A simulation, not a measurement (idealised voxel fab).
process module | voxel tone inversion
cross-section cut | 220 nm wide | cells 5 nm
A cross-section is a grid of square cells, given in bands from the top down. A band is one or more rows of cells.
Each band's line starts with the height of the band's top and of its bottom, in nm. Then come its materials from left to right, each with its width in nm. One material with "throughout" fills the band from edge to edge. "air" is empty space.
Height 0 is the level under which the wafer as received is all one material. The lowest band goes on downwards, as in "0 down".
A width such as "30 to 40" changes by the same amount from each row of cells to the next, from the band's top row to its bottom row.
"no change" after a step means that no cell of the cross-section changed.
closed voids: empty space of 8 cells or more with no open way to the top, each as width x height at its distance from the left edge, in nm
after a step's settings: what the simulator itself notes on the step
overlay nm, on a step with a mask: how far to the right of its planned place the mask lay; to the left if negative
plan
1 op RECEIVE | material Si
2 op CONFORMAL_DEP | material SiN | thk nm 10
3 op DIRECTIONAL_DEP | material polySi | thk nm 15
4 op PATTERN | tone cover | mask id POSTS | material resist | width nm 25 | pitch nm 40 | thk nm 20 | overlay nm -15
5 op DIRECTIONAL_ETCH | etch materials polySi | depth nm 15
6 op STRIP | etch materials resist
7 op FILL_DEP | material SiO2 | thk nm 10
8 op CMP | height nm 25
9 op STRIP | etch materials polySi
varied across the wafers: overlay nm of step 4. The plan shows the first wafer's value. All wafers start alike
first wafer as received, after step 1
  0 down: Si throughout
  closed voids: none
each wafer at the end: cells of each material gained (+) or lost (-) since it was received, then its closed voids
overlay nm -15 | +88 SiN | +87 SiO2 | closed voids: none
overlay nm -10 | +88 SiN | +87 SiO2 | closed voids: none
overlay nm -5 | +88 SiN | +87 SiO2 | closed voids: none
overlay nm 0 | +88 SiN | +87 SiO2 | closed voids: none
overlay nm 5 | +88 SiN | +87 SiO2 | closed voids: none
overlay nm 10 | +88 SiN | +87 SiO2 | closed voids: none
overlay nm 15 | +88 SiN | +87 SiO2 | closed voids: none
